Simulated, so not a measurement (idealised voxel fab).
Process module, titled voxel transistor to metal
The figure presents cross-section cut, which has a width of 275 nm and is divided into square cells with an edge length of 5 nm.
Think of the cross-section as a grid of square cells. We describe it in bands, top to bottom, and each band covers one or more rows of those cells. The band entry comprises the height of the band's top followed by the height of its bottom, expressed in nm, and subsequently the band's materials from left to right, each stated together with its width in nm. Where a single material is marked with the word "throughout", that material fills the band from edge to edge. The word "blank" represents empty space. It should be noted that heights are counted from 0, beneath which the wafer as supplied is of one material throughout, and that the lowest band possesses no lower boundary but continues downward, as written in "0 nm and below". Top row gets the first number, bottom row gets the second, and each row in between changes by the same step: that is how a band width like "30 to 40" works. Any step labelled "identical to before" changed none of the cells in the cross-section. The label "Trapped void list" introduces a list of the empty spaces, 8 cells or larger, that have no open way up to the top; each entry in it reads width x height at distance, where the distance is taken from the left edge and all three are stated in nm. Read whatever lies past the settings on a step's line as the simulator's own remark about the step. overlay nm: step with mask; distance mask lay right of planned place; negative value = left of planned place.

The following list gives the planned process steps:
step 1: RECEIVE (material Si)
step 2: CONFORMAL_DEP (material SiO2; thk nm 5)
step 3: CONFORMAL_DEP (material SiN; thk nm 10)
step 4: PATTERN (tone cover; mask id ACTIVE; material resist; width nm 105; pitch nm 125; thk nm 15; overlay nm 0)
step 5: DIRECTIONAL_ETCH (etch materials SiN; depth nm 10)
step 6: DIRECTIONAL_ETCH (etch materials SiO2; depth nm 5)
step 7: DIRECTIONAL_ETCH (etch materials Si; depth nm 25)
step 8: STRIP (etch materials resist)
step 9: OXIDIZE (depth nm 5)
step 10: FILL_DEP (material SiO2; thk nm 10)
step 11: CMP (height nm 15)
step 12: SELECTIVE_ETCH (etch materials SiO2; depth nm 10)
step 13: STRIP (etch materials SiN)
step 14: SELECTIVE_ETCH (etch materials SiO2; depth nm 5)
step 15: OXIDIZE (depth nm 5)
step 16: DIRECTIONAL_DEP (material polySi; thk nm 30)
step 17: DIRECTIONAL_DEP (material SiCN; thk nm 10)
step 18: MASKED_ETCH (tone cover; mask id GATE; width nm 25; pitch nm 125; etch materials SiCN; depth nm 20; overlay nm 0)
step 19: MASKED_ETCH (tone cover; mask id GATE; width nm 25; pitch nm 125; etch materials polySi; depth nm 40; overlay nm 0)
step 20: CONFORMAL_DEP (material SiO2; thk nm 5)
step 21: DIRECTIONAL_ETCH (etch materials SiO2; depth nm 5)
step 22: CONFORMAL_DEP (material SiN; thk nm 5)
step 23: DIRECTIONAL_ETCH (etch materials SiN; depth nm 5)
step 24: DIRECTIONAL_ETCH (etch materials SiO2; depth nm 5)
step 25: DIRECTIONAL_ETCH (etch materials Si; depth nm 15)
step 26: EPI (material SiGe; thk nm 20)
step 27: FILL_DEP (material SiO2; thk nm 5)
step 28: CMP (height nm 30)
step 29: STRIP (etch materials polySi)
step 30: SELECTIVE_ETCH (etch materials SiO2; depth nm 5)
step 31: CONFORMAL_DEP (material HfO2; thk nm 5)
step 32: CONFORMAL_DEP (material TiN; thk nm 5)
step 33: FILL_DEP (material W; thk nm 5)
step 34: CMP (height nm 25)
step 35: DIRECTIONAL_DEP (material SiO2; thk nm 10)
step 36: PATTERN (tone open; mask id CONTACT; material resist; width nm 20; thk nm 20; overlay nm 0)
step 37: DIRECTIONAL_ETCH (etch materials SiO2; depth nm 35)
step 38: STRIP (etch materials resist)
step 39: CONFORMAL_DEP (material TiN; thk nm 5)
step 40: FILL_DEP (material Ru; thk nm 10)
step 41: CMP (height nm 35)
step 42: DIRECTIONAL_DEP (material TiN; thk nm 5)
step 43: DIRECTIONAL_DEP (material Ru; thk nm 25)
step 44: DIRECTIONAL_DEP (material aC; thk nm 10)
step 45: PATTERN (tone cover; mask id METAL_1; material resist; width nm 20; thk nm 30; overlay nm 0)
step 46: DIRECTIONAL_ETCH (etch materials aC; depth nm 10)
step 47: STRIP (etch materials resist)
step 48: DIRECTIONAL_ETCH (etch materials Ru; depth nm 25)
step 49: DIRECTIONAL_ETCH (etch materials TiN; depth nm 5)
step 50: STRIP (etch materials aC)
step 51: CONFORMAL_DEP (material SiN; thk nm 5)
step 52: FILL_DEP (material lowk; thk nm 10)
step 53: CMP (height nm 65)
step 54: CONFORMAL_DEP (material SiCN; thk nm 5)

This is the cross-section of the wafer as we received it, i.e. after step 1:
    0 nm and below | Si throughout
    Trapped void list: none

First wafer at the end, as planned:
    70 nm to 65 nm | SiCN throughout
    65 nm to 40 nm | lowk (20), SiN (5), Ru (20), SiN (5), lowk (45), SiN (5), Ru (20), SiN (5), lowk (20), SiN (5), Ru (20), SiN (5), lowk (45), SiN (5), Ru (20), SiN (5), lowk (25)
    40 nm to 35 nm | SiN (25), TiN (20), SiN (55), TiN (20), SiN (30), TiN (20), SiN (55), TiN (20), SiN (30)
    35 nm to 25 nm | SiO2 (25), TiN (5), Ru (10), TiN (5), SiO2 (55), TiN (5), Ru (10), TiN (5), SiO2 (30), TiN (5), Ru (10), TiN (5), SiO2 (55), TiN (5), Ru (10), TiN (5), SiO2 (30)
    25 nm to 20 nm | SiO2 (25), TiN (5), Ru (10), TiN (5), SiO2 (5), SiN (5), HfO2 (5), TiN (5), W (15), TiN (5), HfO2 (5), SiN (5), SiO2 (5), TiN (5), Ru (10), TiN (5), SiO2 (30), TiN (5), Ru (10), TiN (5), SiO2 (5), SiN (5), HfO2 (5), TiN (5), W (15), TiN (5), HfO2 (5), SiN (5), SiO2 (5), TiN (5), Ru (10), TiN (5), SiO2 (30)
    20 nm to 15 nm | SiO2 (25), TiN (20), SiO2 (5), SiN (5), HfO2 (5), TiN (5), W (15), TiN (5), HfO2 (5), SiN (5), SiO2 (5), TiN (20), SiO2 (30), TiN (20), SiO2 (5), SiN (5), HfO2 (5), TiN (5), W (15), TiN (5), HfO2 (5), SiN (5), SiO2 (5), TiN (20), SiO2 (30)
    15 nm to 5 nm | SiO2 (25), TiN (5), SiGe (20), SiN (5), HfO2 (5), TiN (5), W (15), TiN (5), HfO2 (5), SiN (5), SiGe (20), TiN (5), SiO2 (30), TiN (5), SiGe (20), SiN (5), HfO2 (5), TiN (5), W (15), TiN (5), HfO2 (5), SiN (5), SiGe (20), TiN (5), SiO2 (30)
    5 nm to 0 nm | SiO2 (25), TiN (5), SiGe (20), SiN (5), HfO2 (5), TiN (25), HfO2 (5), SiN (5), SiGe (20), TiN (5), SiO2 (30), TiN (5), SiGe (20), SiN (5), HfO2 (5), TiN (25), HfO2 (5), SiN (5), SiGe (20), TiN (5), SiO2 (30)
    0 nm to -5 nm | SiO2 (20), SiGe (30), SiO2 (5), HfO2 (35), SiO2 (5), SiGe (30), SiO2 (20), SiGe (30), SiO2 (5), HfO2 (35), SiO2 (5), SiGe (30), SiO2 (25)
    -5 nm to -20 nm | SiO2 (25), SiGe (25), Si (45), SiGe (25), SiO2 (30), SiGe (25), Si (45), SiGe (25), SiO2 (30)
    -20 nm to -30 nm | SiO2 (25), Si (95), SiO2 (30), Si (95), SiO2 (30)
    -30 nm and below | Si throughout
    Trapped void list: none

End of module, second wafer, cross-section. Started like the first, planned like the first, run with one mistake:
    70 nm to 65 nm | SiCN throughout
    65 nm to 40 nm | lowk (20), SiN (5), Ru (20), SiN (5), lowk (45), SiN (5), Ru (20), SiN (5), lowk (20), SiN (5), Ru (20), SiN (5), lowk (45), SiN (5), Ru (20), SiN (5), lowk (25)
    40 nm to 35 nm | SiN (25), TiN (20), SiN (55), TiN (20), SiN (30), TiN (20), SiN (55), TiN (20), SiN (30)
    35 nm to 25 nm | SiO2 (25), TiN (5), Ru (10), TiN (5), SiO2 (55), TiN (5), Ru (10), TiN (5), SiO2 (30), TiN (5), Ru (10), TiN (5), SiO2 (55), TiN (5), Ru (10), TiN (5), SiO2 (30)
    25 nm to 20 nm | SiO2 (25), TiN (5), Ru (10), TiN (5), SiO2 (5), SiN (5), HfO2 (5), TiN (5), W (15), TiN (5), HfO2 (5), SiN (5), SiO2 (5), TiN (5), Ru (10), TiN (5), SiO2 (30), TiN (5), Ru (10), TiN (5), SiO2 (5), SiN (5), HfO2 (5), TiN (5), W (15), TiN (5), HfO2 (5), SiN (5), SiO2 (5), TiN (5), Ru (10), TiN (5), SiO2 (30)
    20 nm to 15 nm | SiO2 (25), TiN (20), SiO2 (5), SiN (5), HfO2 (5), TiN (5), W (15), TiN (5), HfO2 (5), SiN (5), SiO2 (5), TiN (20), SiO2 (30), TiN (20), SiO2 (5), SiN (5), HfO2 (5), TiN (5), W (15), TiN (5), HfO2 (5), SiN (5), SiO2 (5), TiN (20), SiO2 (30)
    15 nm to 5 nm | SiO2 (25), TiN (5), SiGe (20), SiN (5), HfO2 (5), TiN (5), W (15), TiN (5), HfO2 (5), SiN (5), SiGe (20), TiN (5), SiO2 (30), TiN (5), SiGe (20), SiN (5), HfO2 (5), TiN (5), W (15), TiN (5), HfO2 (5), SiN (5), SiGe (20), TiN (5), SiO2 (30)
    5 nm to 0 nm | SiO2 (25), TiN (5), SiGe (20), SiN (5), HfO2 (5), TiN (25), HfO2 (5), SiN (5), SiGe (20), TiN (5), SiO2 (30), TiN (5), SiGe (20), SiN (5), HfO2 (5), TiN (25), HfO2 (5), SiN (5), SiGe (20), TiN (5), SiO2 (30)
    0 nm to -5 nm | SiO2 (15), SiGe (35), SiO2 (5), HfO2 (35), SiO2 (5), SiGe (25), SiO2 (20), SiGe (35), SiO2 (5), HfO2 (35), SiO2 (5), SiGe (25), SiO2 (30)
    -5 nm to -20 nm | SiO2 (20), SiGe (30), Si (45), SiGe (20), SiO2 (30), SiGe (30), Si (45), SiGe (20), SiO2 (35)
    -20 nm to -30 nm | SiO2 (20), Si (95), SiO2 (30), Si (95), SiO2 (35)
    -30 nm and below | Si throughout
    Trapped void list: none
So what did we get wrong on this run? step 4 was processed under conditions differing from the plan, specifically as PATTERN (tone cover; mask id ACTIVE; material resist; width nm 105; pitch nm 125; thk nm 15; overlay nm -5)
In the final comparison it is observed that the number of cells assigned to each material is identical for the two wafers, whereas their placement is not.
